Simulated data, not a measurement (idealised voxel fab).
Title: Process Module voxel spacer lines
The cross-section on display is named cut; it measures 165 nm wide, and its cells are 5 nm squares.
How to read a cross-section here: the picture is a grid of square cells, written as bands going from the top down, and any band can span one or more rows of cells.
It is stipulated that each band's entry specify, in nanometres, the height of the top of the band and then that of its bottom, followed by the materials of the band in left-to-right sequence, each together with its width in nanometres. A single material marked by the word "all across" is understood to fill the band from edge to edge; the word "blank" is understood to denote empty space.
Heights are reckoned from 0. Under this level, the received wafer is all of one material. The bottommost band is open-ended downward, for example "top 0, no bottom".
When a width is written as two numbers, as in "30 to 40", the first number is the width in the top row of cells of the band and the second is the width in its bottom row, and the width changes by the same amount from each row to the next.
"all unchanged" -> step changed no cross-section cell.
"Sealed voids" means: voids of 8 cells or more that are shut off from the top with no open way through. Written width x height at distance, distance from the left edge, in nm.
Step line, after settings: the simulator's comment on this step.
overlay nm: on a step with a mask, how far right of its planned place the mask lay; negative means left.

### These are the steps we planned for the process
1) RECEIVE (material Si)
2) CONFORMAL_DEP (material Al2O3; thk nm 5)
3) DIRECTIONAL_DEP (material polySi; thk nm 20)
4) DIRECTIONAL_DEP (material aC; thk nm 30)
5) PATTERN (tone cover; mask id MANDREL; material resist; width nm 20; pitch nm 70; thk nm 35; overlay nm 0)
6) DIRECTIONAL_ETCH (etch materials aC; depth nm 30)
7) STRIP (etch materials resist)
8) CONFORMAL_DEP (material SiO2; thk nm 15)
9) DIRECTIONAL_ETCH (etch materials SiO2; depth nm 15)
10) STRIP (etch materials aC)
11) DIRECTIONAL_ETCH (etch materials polySi; depth nm 20)
12) STRIP (etch materials SiO2)

### First wafer of two (run as planned)

### as received, after step 1
- top 0, no bottom = Si all across
- Sealed voids: none

### Cross-section of the wafer subsequent to step 2
- top 5, bottom 0 = Al2O3 all across
- Below a height of 0, the structure has not been altered.

### Cross-section of the wafer subsequent to step 3
- top 25, bottom 5 = polySi all across
- Below a height of 5, the structure has not been altered.

### Cross-section of the wafer subsequent to step 4
- top 55, bottom 25 = aC all across
- Below a height of 25, the structure has not been altered.

### Cross-section of the wafer subsequent to step 5
- top 90, bottom 55 = 35 blank / 20 resist / 50 blank / 20 resist / 40 blank
- Below a height of 55, the structure has not been altered.

### Cross-section of the wafer subsequent to step 6
- top 60, bottom 55 = 35 blank / 20 resist / 50 blank / 20 resist / 40 blank
- top 55, bottom 25 = 35 blank / 20 aC / 50 blank / 20 aC / 40 blank
- Below a height of 25, the structure has not been altered.

### Cross-section of the wafer subsequent to step 7
- top 55, bottom 25 = 35 blank / 20 aC / 50 blank / 20 aC / 40 blank
- Below a height of 25, the structure has not been altered.

### Cross-section of the wafer subsequent to step 8
- top 70, bottom 55 = 20 blank / 50 SiO2 / 20 blank / 50 SiO2 / 25 blank
- top 55, bottom 40 = 20 blank / 15 SiO2 / 20 aC / 15 SiO2 / 20 blank / 15 SiO2 / 20 aC / 15 SiO2 / 25 blank
- top 40, bottom 25 = 35 SiO2 / 20 aC / 50 SiO2 / 20 aC / 40 SiO2
- Below a height of 25, the structure has not been altered.

### Cross-section of the wafer subsequent to step 9
- top 55, bottom 25 = 20 blank / 15 SiO2 / 20 aC / 15 SiO2 / 20 blank / 15 SiO2 / 20 aC / 15 SiO2 / 25 blank
- Below a height of 25, the structure has not been altered.

### Cross-section of the wafer subsequent to step 10
- top 55, bottom 25 = 20 blank / 15 SiO2 / 20 blank / 15 SiO2 / 20 blank / 15 SiO2 / 20 blank / 15 SiO2 / 25 blank
- Below a height of 25, the structure has not been altered.

### Cross-section of the wafer subsequent to step 11
- top 55, bottom 25 = 20 blank / 15 SiO2 / 20 blank / 15 SiO2 / 20 blank / 15 SiO2 / 20 blank / 15 SiO2 / 25 blank
- top 25, bottom 5 = 20 blank / 15 polySi / 20 blank / 15 polySi / 20 blank / 15 polySi / 20 blank / 15 polySi / 25 blank
- Below a height of 5, the structure has not been altered.

### Cross-section of the wafer subsequent to step 12
- top 25, bottom 5 = 20 blank / 15 polySi / 20 blank / 15 polySi / 20 blank / 15 polySi / 20 blank / 15 polySi / 25 blank
- Below a height of 5, the structure has not been altered.

### Second wafer: same start and same plan as the first, one execution error; identical to the first through step 4

### The second wafer cut through, at the time step 5 was supposed to be finished
- top 90, bottom 55 = 25 blank / 20 resist / 50 blank / 20 resist / 50 blank
- Below a height of 55, the structure has not been altered.

### The second wafer cut through, at the time step 6 was supposed to be finished
- top 60, bottom 55 = 25 blank / 20 resist / 50 blank / 20 resist / 50 blank
- top 55, bottom 25 = 25 blank / 20 aC / 50 blank / 20 aC / 50 blank
- Below a height of 25, the structure has not been altered.

### The second wafer cut through, at the time step 7 was supposed to be finished
- top 55, bottom 25 = 25 blank / 20 aC / 50 blank / 20 aC / 50 blank
- Below a height of 25, the structure has not been altered.

### The second wafer cut through, at the time step 8 was supposed to be finished
- top 70, bottom 55 = 10 blank / 50 SiO2 / 20 blank / 50 SiO2 / 35 blank
- top 55, bottom 40 = 10 blank / 15 SiO2 / 20 aC / 15 SiO2 / 20 blank / 15 SiO2 / 20 aC / 15 SiO2 / 35 blank
- top 40, bottom 25 = 25 SiO2 / 20 aC / 50 SiO2 / 20 aC / 50 SiO2
- Below a height of 25, the structure has not been altered.

### The second wafer cut through, at the time step 9 was supposed to be finished
- top 55, bottom 25 = 10 blank / 15 SiO2 / 20 aC / 15 SiO2 / 20 blank / 15 SiO2 / 20 aC / 15 SiO2 / 35 blank
- Below a height of 25, the structure has not been altered.

### The second wafer cut through, at the time step 10 was supposed to be finished
- top 55, bottom 25 = 10 blank / 15 SiO2 / 20 blank / 15 SiO2 / 20 blank / 15 SiO2 / 20 blank / 15 SiO2 / 35 blank
- Below a height of 25, the structure has not been altered.

### The second wafer cut through, at the time step 11 was supposed to be finished
- top 55, bottom 25 = 10 blank / 15 SiO2 / 20 blank / 15 SiO2 / 20 blank / 15 SiO2 / 20 blank / 15 SiO2 / 35 blank
- top 25, bottom 5 = 10 blank / 15 polySi / 20 blank / 15 polySi / 20 blank / 15 polySi / 20 blank / 15 polySi / 35 blank
- Below a height of 5, the structure has not been altered.

### The second wafer cut through, at the time step 12 was supposed to be finished
- top 25, bottom 5 = 10 blank / 15 polySi / 20 blank / 15 polySi / 20 blank / 15 polySi / 20 blank / 15 polySi / 35 blank
- Below a height of 5, the structure has not been altered.
Short version of what went wrong: step 5 went in with a setting other than planned; the actual run was PATTERN (tone cover; mask id MANDREL; material resist; width nm 20; pitch nm 70; thk nm 35; overlay nm -10)
At the close, every material occupies the same number of cells on the second wafer as on the first, only in different positions.
